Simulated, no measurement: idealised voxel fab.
The following process module bears the name voxel capacitor over wiring.
Square cells of 5 nm make up the cross-section cut, whose width is 300 nm.
Cross-section spec: square-cell grid; bands listed top down; each band is one or more rows. Band: top height; bottom height; in nm. Then, left to right: material with width in nm, for each material. "full width": a single material spanning edge to edge. "empty": empty space. Height 0 is the level under which the wafer as received is all one material. The lowest band goes on downwards, as in "z 0 and below". Top row gets the first number, bottom row gets the second, and each row in between changes by the same step: that is how a band width like "30->40" works. A step reported as "everything unchanged" is a step in which no cell of the cross-section changed. What "Voids lacking openings" gives you is every empty space of 8 cells or more that is cut off from the top. Each appears as width x height at distance, with the distance taken from the left edge and width, height and distance all in nm. What comes after the settings on a step's line is commentary from the simulator itself on that step. When a step includes a mask, the "overlay nm" setting on its line states how far to the right of its planned place that mask lay, and negative values state how far to the left.
-- Process steps - plan
1 RECEIVE (material Si)
2 CONFORMAL_DEP (material SiO2; thk nm 15)
3 DIRECTIONAL_DEP (material TiN; thk nm 5)
4 DIRECTIONAL_DEP (material W; thk nm 20)
5 MASKED_ETCH (tone cover; mask id METAL_1; width nm 20; pitch nm 85; etch materials W; depth nm 20; overlay nm 0)
6 MASKED_ETCH (tone cover; mask id METAL_1; width nm 20; pitch nm 85; etch materials TiN; depth nm 5; overlay nm 0)
7 CONFORMAL_DEP (material SiCN; thk nm 5)
8 FILL_DEP (material lowk; thk nm 5)
9 CMP (height nm 40)
10 CONFORMAL_DEP (material SiCN; thk nm 5)
11 DIRECTIONAL_DEP (material SiO2; thk nm 20)
12 PATTERN (tone open; mask id PLUG_1; material resist; width nm 15; thk nm 20; overlay nm 0)
13 DIRECTIONAL_ETCH (etch materials SiO2; depth nm 20)
14 DIRECTIONAL_ETCH (etch materials SiCN; depth nm 5)
15 STRIP (etch materials resist)
16 CONFORMAL_DEP (material TiN; thk nm 5)
17 FILL_DEP (material Cu; thk nm 10)
18 CMP (height nm 65)
19 DIRECTIONAL_DEP (material TiN; thk nm 10)
20 DIRECTIONAL_DEP (material HfO2; thk nm 5)
21 DIRECTIONAL_DEP (material TiN; thk nm 10)
22 DIRECTIONAL_DEP (material aC; thk nm 15)
23 PATTERN (tone cover; mask id UPPER_PLATE; material resist; width nm 70; thk nm 30; overlay nm 0)
24 DIRECTIONAL_ETCH (etch materials aC; depth nm 15)
25 STRIP (etch materials resist)
26 DIRECTIONAL_ETCH (etch materials TiN; depth nm 10)
27 DIRECTIONAL_ETCH (etch materials HfO2; depth nm 5)
28 STRIP (etch materials aC)
29 MASKED_ETCH (tone cover; mask id LOWER_PLATE; width nm 80; etch materials TiN; depth nm 10; overlay nm 0)
30 FILL_DEP (material SiO2; thk nm 15)
31 CMP (height nm 100)
32 PATTERN (tone open; mask id PLUG_2; material resist; width nm 15; thk nm 20; overlay nm 0)
33 DIRECTIONAL_ETCH (etch materials SiO2; depth nm 10)
34 STRIP (etch materials resist)
35 CONFORMAL_DEP (material TiN; thk nm 5)
36 FILL_DEP (material W; thk nm 5)
37 CMP (height nm 100)
38 CONFORMAL_DEP (material SiCN; thk nm 5)
-- Cross-sectional view of the wafer in its as-received condition, corresponding to the state after step 1
* z 0 and below | Si full width
* Voids lacking openings: none
-- End state of the module in cross-section, given the above starting point and plan and one mistake in execution
* z 105 to 100 | SiCN full width
* z 100 to 95 | SiO2=100 / TiN=70 / SiO2=130
* z 95 to 90 | SiO2=100 / HfO2=70 / SiO2=130
* z 90 to 80 | SiO2=95 / TiN=80 / SiO2=125
* z 80 to 70 | Cu full width
* z 70 to 65 | TiN=105 / Cu=5 / TiN=190
* z 65 to 45 | SiO2=100 / TiN=5 / Cu=5 / TiN=5 / SiO2=185
* z 45 to 40 | SiCN=100 / TiN=15 / SiCN=185
* z 40 to 20 | lowk=90 / SiCN=5 / W=20 / SiCN=5 / lowk=55 / SiCN=5 / W=20 / SiCN=5 / lowk=95
* z 20 to 15 | SiCN=95 / TiN=20 / SiCN=65 / TiN=20 / SiCN=100
* z 15 to 0 | SiO2 full width
* z 0 and below | Si full width
* Voids lacking openings: none
Misprocessing identified: step 18 in the plan did not get run; it was skipped
